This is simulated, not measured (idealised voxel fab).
process module | voxel wiring stack
cross-section cut | 265 nm wide | cells 5 nm
A cross-section is a grid of square cells, given in bands from the top down. A band is one or more rows of cells.
Each band's line starts with the height of the band's top and of its bottom, in nm. Then come its materials from left to right, each with its width in nm. One material with "throughout" fills the band from edge to edge. "air" is empty space.
Height 0 is the level under which the wafer as received is all one material. The lowest band goes on downwards, as in "0 down".
A width such as "30 to 40" changes by the same amount from each row of cells to the next, from the band's top row to its bottom row.
"no change" after a step means that no cell of the cross-section changed.
closed voids: empty space of 8 cells or more with no open way to the top, each as width x height at its distance from the left edge, in nm
after a step's settings: what the simulator itself notes on the step
overlay nm, on a step with a mask: how far to the right of its planned place the mask lay; to the left if negative
Each pair below shows a cross-section before one step and the cross-section after it, down to the lowest band that changed. The line under each pair gives the step between them, with its settings. The pairs can come from different runs of this module on the same starting wafer, so a pair continues from the pair above only where its "before" says so.
before
  185 to 170: resist 100 | air 20 | resist 25 | air 20 | resist 100
  170 to 155: lowk 100 | air 20 | lowk 25 | air 20 | lowk 100
  155 to 150: SiN throughout
  150 to 130: lowk 100 | TiN 5 | W 5 | TiN 5 | lowk 150
  130 to 125: SiCN 100 | TiN 15 | SiCN 150
  125 to 105: lowk 95 | SiN 5 | Ru 20 | SiN 5 | lowk 15 | SiN 5 | Ru 20 | SiN 5 | lowk 95
  105 to 100: SiN 100 | TiN 20 | SiN 25 | TiN 20 | SiN 100
  100 to 90: lowk 95 | TiN 5 | W 15 | TiN 5 | lowk 20 | TiN 5 | W 15 | TiN 5 | lowk 100
  90 to 85: SiCN 95 | TiN 25 | SiCN 20 | TiN 25 | SiCN 100
  85 to 60: lowk 100 | TiN 5 | Cu 10 | TiN 5 | lowk 25 | TiN 5 | Cu 10 | TiN 5 | lowk 100
  60 to 55: SiCN 100 | TiN 20 | SiCN 25 | TiN 20 | SiCN 100
  55 to 45: lowk 100 | TiN 5 | Cu 5 | TiN 5 | lowk 30 | TiN 5 | Cu 5 | TiN 5 | lowk 105
  45 to 40: SiCN 100 | TiN 15 | SiCN 30 | TiN 15 | SiCN 105
  40 to 35: SiCN 95 | Ru 30 | SiCN 15 | Ru 30 | SiCN 95
  35 to 15: lowk 100 | TiN 5 | Cu 10 | TiN 5 | lowk 25 | TiN 5 | Cu 10 | TiN 5 | lowk 100
  15 to 10: SiCN 100 | TiN 20 | SiCN 25 | TiN 20 | SiCN 100
  10 to 0: SiO2 throughout
  0 down: Si throughout
  closed voids: none
after
  185 to 170: resist 100 | air 20 | resist 25 | air 20 | resist 100
  170 to 155: lowk 100 | air 20 | lowk 25 | air 20 | lowk 100
  155 to 150: SiN 100 | air 20 | SiN 25 | air 20 | SiN 100
  below 150: unchanged
  closed voids: none
the step between: op DIRECTIONAL_ETCH | etch materials SiN | depth nm 5
before: the cross-section after the pair above
after
  170 to 155: lowk 100 | air 20 | lowk 25 | air 20 | lowk 100
  below 155: unchanged
  closed voids: none
the step between: op STRIP | etch materials resist
before: the cross-section after the pair above
after
  175 to 170: TiN 105 | air 10 | TiN 35 | air 10 | TiN 105
  170 to 155: lowk 100 | TiN 5 | air 10 | TiN 5 | lowk 25 | TiN 5 | air 10 | TiN 5 | lowk 100
  155 to 150: SiN 100 | TiN 20 | SiN 25 | TiN 20 | SiN 100
  below 150: unchanged
  closed voids: none
the step between: op CONFORMAL_DEP | material TiN | thk nm 5
before: the cross-section after the pair above
after
  185 to 175: Cu throughout
  175 to 170: TiN 105 | Cu 10 | TiN 35 | Cu 10 | TiN 105
  170 to 155: lowk 100 | TiN 5 | Cu 10 | TiN 5 | lowk 25 | TiN 5 | Cu 10 | TiN 5 | lowk 100
  below 155: unchanged
  closed voids: none
the step between: op FILL_DEP | material Cu | thk nm 10
before: the cross-section after the pair above
after
  170 to 155: lowk 100 | TiN 5 | Cu 10 | TiN 5 | lowk 25 | TiN 5 | Cu 10 | TiN 5 | lowk 100
  below 155: unchanged
  closed voids: none
the step between: op CMP | height nm 170
before: the cross-section after the pair above
after
  175 to 170: SiCN throughout
  below 170: unchanged
  closed voids: none
the step between: op CONFORMAL_DEP | material SiCN | thk nm 5
before
  165 to 150: aC throughout
  150 to 130: lowk throughout
  130 to 125: SiCN throughout
  125 to 105: lowk 95 | SiN 5 | Ru 20 | SiN 5 | lowk 15 | SiN 5 | Ru 20 | SiN 5 | lowk 95
  105 to 100: SiN 100 | TiN 20 | SiN 25 | TiN 20 | SiN 100
  100 to 90: lowk 100 | TiN 5 | W 5 | TiN 5 | lowk 30 | TiN 5 | W 5 | TiN 5 | lowk 105
  90 to 85: SiCN 100 | TiN 15 | SiCN 30 | TiN 15 | SiCN 105
  85 to 60: lowk 100 | TiN 5 | Cu 10 | TiN 5 | lowk 25 | TiN 5 | Cu 10 | TiN 5 | lowk 100
  60 to 55: SiCN 100 | TiN 20 | SiCN 25 | TiN 20 | SiCN 100
  55 to 45: lowk 100 | TiN 5 | Cu 5 | TiN 5 | lowk 30 | TiN 5 | Cu 5 | TiN 5 | lowk 105
  45 to 40: SiCN 100 | TiN 15 | SiCN 30 | TiN 15 | SiCN 105
  40 to 35: SiCN 95 | Ru 30 | SiCN 15 | Ru 30 | SiCN 95
  35 to 15: lowk 100 | TiN 5 | Cu 10 | TiN 5 | lowk 25 | TiN 5 | Cu 10 | TiN 5 | lowk 100
  15 to 10: SiCN 100 | TiN 20 | SiCN 25 | TiN 20 | SiCN 100
  10 to 0: SiO2 throughout
  0 down: Si throughout
  closed voids: none
after
  195 to 165: resist 90 | air 15 | resist 160
  below 165: unchanged
  closed voids: none
the step between: op PATTERN | tone open | mask id PLUG_3 | material resist | width nm 15 | thk nm 30 | overlay nm -10
before: the cross-section after the pair above
after
  180 to 165: resist 90 | air 15 | resist 160
  165 to 150: aC 90 | air 15 | aC 160
  below 150: unchanged
  closed voids: none
the step between: op DIRECTIONAL_ETCH | etch materials aC | depth nm 15
before: the cross-section after the pair above
after
  165 to 150: aC 90 | air 15 | aC 160
  below 150: unchanged
  closed voids: none
the step between: op STRIP | etch materials resist
before: the cross-section after the pair above
after
  165 to 150: aC 90 | air 15 | aC 160
  150 to 130: lowk 90 | air 15 | lowk 160
  below 130: unchanged
  closed voids: none
the step between: op DIRECTIONAL_ETCH | etch materials lowk | depth nm 20
before: the cross-section after the pair above
after
  165 to 150: aC 90 | air 15 | aC 160
  150 to 130: lowk 90 | air 15 | lowk 160
  130 to 125: SiCN 90 | air 15 | SiCN 160
  below 125: unchanged
  closed voids: none
the step between: op DIRECTIONAL_ETCH | etch materials SiCN | depth nm 5
before: the cross-section after the pair above
after
  150 to 130: lowk 90 | air 15 | lowk 160
  below 130: unchanged
  closed voids: none
the step between: op STRIP | etch materials aC
before: the cross-section after the pair above
after
  155 to 150: TiN 95 | air 5 | TiN 165
  150 to 130: lowk 90 | TiN 5 | air 5 | TiN 5 | lowk 160
  130 to 125: SiCN 90 | TiN 15 | SiCN 160
  below 125: unchanged
  closed voids: none
the step between: op CONFORMAL_DEP | material TiN | thk nm 5
before: the cross-section after the pair above
after
  165 to 155: W throughout
  155 to 150: TiN 95 | W 5 | TiN 165
  150 to 130: lowk 90 | TiN 5 | W 5 | TiN 5 | lowk 160
  below 130: unchanged
  closed voids: none
the step between: op FILL_DEP | material W | thk nm 10
before: the cross-section after the pair above
after
  150 to 130: lowk 90 | TiN 5 | W 5 | TiN 5 | lowk 160
  below 130: unchanged
  closed voids: none
the step between: op CMP | height nm 150
before: the cross-section after the pair above
after
  155 to 150: SiN throughout
  below 150: unchanged
  closed voids: none
the step between: op CONFORMAL_DEP | material SiN | thk nm 5
before: the cross-section after the pair above
after
  170 to 155: lowk throughout
  below 155: unchanged
  closed voids: none
the step between: op DIRECTIONAL_DEP | material lowk | thk nm 15
before: the cross-section after the pair above
after
  185 to 170: resist 100 | air 20 | resist 25 | air 20 | resist 100
  below 170: unchanged
  closed voids: none
the step between: op PATTERN | tone open | mask id METAL_4 | material resist | width nm 20 | pitch nm 45 | thk nm 15 | overlay nm 0
before: the cross-section after the pair above
after
  185 to 170: resist 100 | air 20 | resist 25 | air 20 | resist 100
  170 to 155: lowk 100 | air 20 | lowk 25 | air 20 | lowk 100
  below 155: unchanged
  closed voids: none
the step between: op DIRECTIONAL_ETCH | etch materials lowk | depth nm 15
before: the cross-section after the pair above
after
  185 to 170: resist 100 | air 20 | resist 25 | air 20 | resist 100
  170 to 155: lowk 100 | air 20 | lowk 25 | air 20 | lowk 100
  155 to 150: SiN 100 | air 20 | SiN 25 | air 20 | SiN 100
  below 150: unchanged
  closed voids: none
the step between: op DIRECTIONAL_ETCH | etch materials SiN | depth nm 5
before: the cross-section after the pair above
after
  170 to 155: lowk 100 | air 20 | lowk 25 | air 20 | lowk 100
  below 155: unchanged
  closed voids: none
the step between: op STRIP | etch materials resist
before: the cross-section after the pair above
after
  175 to 170: TiN 105 | air 10 | TiN 35 | air 10 | TiN 105
  170 to 155: lowk 100 | TiN 5 | air 10 | TiN 5 | lowk 25 | TiN 5 | air 10 | TiN 5 | lowk 100
  155 to 150: SiN 100 | TiN 20 | SiN 25 | TiN 20 | SiN 100
  below 150: unchanged
  closed voids: none
the step between: op CONFORMAL_DEP | material TiN | thk nm 5
before: the cross-section after the pair above
after
  185 to 175: Cu throughout
  175 to 170: TiN 105 | Cu 10 | TiN 35 | Cu 10 | TiN 105
  170 to 155: lowk 100 | TiN 5 | Cu 10 | TiN 5 | lowk 25 | TiN 5 | Cu 10 | TiN 5 | lowk 100
  below 155: unchanged
  closed voids: none
the step between: op FILL_DEP | material Cu | thk nm 10
before: the cross-section after the pair above
after
  170 to 155: lowk 100 | TiN 5 | Cu 10 | TiN 5 | lowk 25 | TiN 5 | Cu 10 | TiN 5 | lowk 100
  below 155: unchanged
  closed voids: none
the step between: op CMP | height nm 170
before: the cross-section after the pair above
after
  175 to 170: SiCN throughout
  below 170: unchanged
  closed voids: none
the step between: op CONFORMAL_DEP | material SiCN | thk nm 5
before
  170 to 155: lowk 100 | TiN 5 | Cu 10 | TiN 5 | lowk 25 | TiN 5 | Cu 10 | TiN 5 | lowk 100
  155 to 150: SiN 100 | TiN 20 | SiN 25 | TiN 20 | SiN 100
  150 to 130: lowk 100 | TiN 5 | W 5 | TiN 5 | lowk 150
  130 to 125: SiCN 100 | TiN 15 | SiCN 150
  125 to 105: lowk 95 | SiN 5 | Ru 20 | SiN 5 | lowk 15 | SiN 5 | Ru 20 | SiN 5 | lowk 95
  105 to 100: SiN 100 | TiN 20 | SiN 25 | TiN 20 | SiN 100
  100 to 90: lowk 100 | TiN 5 | W 5 | TiN 5 | lowk 30 | TiN 5 | W 5 | TiN 5 | lowk 105
  90 to 85: SiCN 100 | TiN 15 | SiCN 30 | TiN 15 | SiCN 105
  85 to 60: lowk 100 | TiN 5 | Cu 10 | TiN 5 | lowk 25 | TiN 5 | Cu 10 | TiN 5 | lowk 100
  60 to 55: SiCN 100 | TiN 20 | SiCN 25 | TiN 20 | SiCN 100
  55 to 45: lowk 100 | TiN 5 | Cu 5 | TiN 5 | lowk 30 | TiN 5 | Cu 5 | TiN 5 | lowk 105
  45 to 40: SiCN 100 | TiN 15 | SiCN 30 | TiN 15 | SiCN 105
  40 to 35: SiCN 95 | Ru 30 | SiCN 15 | Ru 30 | SiCN 95
  35 to 15: lowk 100 | TiN 5 | Cu 10 | TiN 5 | lowk 25 | TiN 5 | Cu 10 | TiN 5 | lowk 100
  15 to 10: SiCN 100 | TiN 20 | SiCN 25 | TiN 20 | SiCN 100
  10 to 0: SiO2 throughout
  0 down: Si throughout
  closed voids: none
after
  175 to 170: SiO2 throughout
  below 170: unchanged
  closed voids: none
the step between: op CONFORMAL_DEP | material SiO2 | thk nm 5
before
  165 to 150: aC throughout
  150 to 130: lowk throughout
  130 to 125: SiCN throughout
  125 to 105: lowk 95 | SiN 5 | Ru 20 | SiN 5 | lowk 15 | SiN 5 | Ru 20 | SiN 5 | lowk 95
  105 to 100: SiN 100 | TiN 20 | SiN 25 | TiN 20 | SiN 100
  100 to 90: lowk 100 | TiN 5 | W 5 | TiN 5 | lowk 30 | TiN 5 | W 5 | TiN 5 | lowk 105
  90 to 85: SiCN 100 | TiN 15 | SiCN 30 | TiN 15 | SiCN 105
  85 to 60: lowk 100 | TiN 5 | Cu 10 | TiN 5 | lowk 25 | TiN 5 | Cu 10 | TiN 5 | lowk 100
  60 to 55: SiCN 100 | TiN 20 | SiCN 25 | TiN 20 | SiCN 100
  55 to 45: lowk 100 | TiN 5 | Cu 5 | TiN 5 | lowk 30 | TiN 5 | Cu 5 | TiN 5 | lowk 105
  45 to 40: SiCN 100 | TiN 15 | SiCN 30 | TiN 15 | SiCN 105
  40 to 35: SiCN 95 | Ru 30 | SiCN 15 | Ru 30 | SiCN 95
  35 to 15: lowk 100 | TiN 5 | Cu 10 | TiN 5 | lowk 25 | TiN 5 | Cu 10 | TiN 5 | lowk 100
  15 to 10: SiCN 100 | TiN 20 | SiCN 25 | TiN 20 | SiCN 100
  10 to 0: SiO2 throughout
  0 down: Si throughout
  closed voids: none
after
  195 to 165: air 100 | resist 15 | air 150
  below 165: unchanged
  closed voids: none
the step between: op PATTERN | tone cover | mask id PLUG_3 | material resist | width nm 15 | thk nm 30 | overlay nm 0
before: the cross-section after the pair above
after
  180 to 165: air 100 | resist 15 | air 150
  165 to 150: air 100 | aC 15 | air 150
  below 150: unchanged
  closed voids: none
the step between: op DIRECTIONAL_ETCH | etch materials aC | depth nm 15
before: the cross-section after the pair above
after
  165 to 150: air 100 | aC 15 | air 150
  below 150: unchanged
  closed voids: none
the step between: op STRIP | etch materials resist
before: the cross-section after the pair above
after
  165 to 150: air 100 | aC 15 | air 150
  150 to 130: air 100 | lowk 15 | air 150
  below 130: unchanged
  closed voids: none
the step between: op DIRECTIONAL_ETCH | etch materials lowk | depth nm 20
before: the cross-section after the pair above
after
  165 to 150: air 100 | aC 15 | air 150
  150 to 130: air 100 | lowk 15 | air 150
  130 to 125: air 100 | SiCN 15 | air 150
  below 125: unchanged
  closed voids: none
the step between: op DIRECTIONAL_ETCH | etch materials SiCN | depth nm 5
before: the cross-section after the pair above
after
  150 to 130: air 100 | lowk 15 | air 150
  below 130: unchanged
  closed voids: none
the step between: op STRIP | etch materials aC
before: the cross-section after the pair above
after
  155 to 150: air 95 | TiN 25 | air 145
  150 to 130: air 95 | TiN 5 | lowk 15 | TiN 5 | air 145
  130 to 125: TiN 100 | SiCN 15 | TiN 150
  below 125: unchanged
  closed voids: none
the step between: op CONFORMAL_DEP | material TiN | thk nm 5
before: the cross-section after the pair above
after
  165 to 155: W throughout
  155 to 150: W 95 | TiN 25 | W 145
  150 to 130: W 95 | TiN 5 | lowk 15 | TiN 5 | W 145
  below 130: unchanged
  closed voids: none
the step between: op FILL_DEP | material W | thk nm 10
before: the cross-section after the pair above
after
  150 to 130: W 95 | TiN 5 | lowk 15 | TiN 5 | W 145
  below 130: unchanged
  closed voids: none
the step between: op CMP | height nm 150
before: the cross-section after the pair above
after
  155 to 150: SiN throughout
  below 150: unchanged
  closed voids: none
the step between: op CONFORMAL_DEP | material SiN | thk nm 5
before: the cross-section after the pair above
after
  170 to 155: lowk throughout
  below 155: unchanged
  closed voids: none
the step between: op DIRECTIONAL_DEP | material lowk | thk nm 15
before: the cross-section after the pair above
after
  185 to 170: resist 100 | air 20 | resist 25 | air 20 | resist 100
  below 170: unchanged
  closed voids: none
the step between: op PATTERN | tone open | mask id METAL_4 | material resist | width nm 20 | pitch nm 45 | thk nm 15 | overlay nm 0
before: the cross-section after the pair above
after
  185 to 170: resist 100 | air 20 | resist 25 | air 20 | resist 100
  170 to 155: lowk 100 | air 20 | lowk 25 | air 20 | lowk 100
  below 155: unchanged
  closed voids: none
the step between: op DIRECTIONAL_ETCH | etch materials lowk | depth nm 15
before: the cross-section after the pair above
after
  185 to 170: resist 100 | air 20 | resist 25 | air 20 | resist 100
  170 to 155: lowk 100 | air 20 | lowk 25 | air 20 | lowk 100
  155 to 150: SiN 100 | air 20 | SiN 25 | air 20 | SiN 100
  below 150: unchanged
  closed voids: none
the step between: op DIRECTIONAL_ETCH | etch materials SiN | depth nm 5
before: the cross-section after the pair above
after
  170 to 155: lowk 100 | air 20 | lowk 25 | air 20 | lowk 100
  below 155: unchanged
  closed voids: none
the step between: op STRIP | etch materials resist
before: the cross-section after the pair above
after
  175 to 170: TiN 105 | air 10 | TiN 35 | air 10 | TiN 105
  170 to 155: lowk 100 | TiN 5 | air 10 | TiN 5 | lowk 25 | TiN 5 | air 10 | TiN 5 | lowk 100
  155 to 150: SiN 100 | TiN 20 | SiN 25 | TiN 20 | SiN 100
  below 150: unchanged
  closed voids: none
the step between: op CONFORMAL_DEP | material TiN | thk nm 5
before: the cross-section after the pair above
after
  185 to 175: Cu throughout
  175 to 170: TiN 105 | Cu 10 | TiN 35 | Cu 10 | TiN 105
  170 to 155: lowk 100 | TiN 5 | Cu 10 | TiN 5 | lowk 25 | TiN 5 | Cu 10 | TiN 5 | lowk 100
  below 155: unchanged
  closed voids: none
the step between: op FILL_DEP | material Cu | thk nm 10
before: the cross-section after the pair above
after
  170 to 155: lowk 100 | TiN 5 | Cu 10 | TiN 5 | lowk 25 | TiN 5 | Cu 10 | TiN 5 | lowk 100
  below 155: unchanged
  closed voids: none
the step between: op CMP | height nm 170
before: the cross-section after the pair above
after
  175 to 170: SiCN throughout
  below 170: unchanged
  closed voids: none
the step between: op CONFORMAL_DEP | material SiCN | thk nm 5
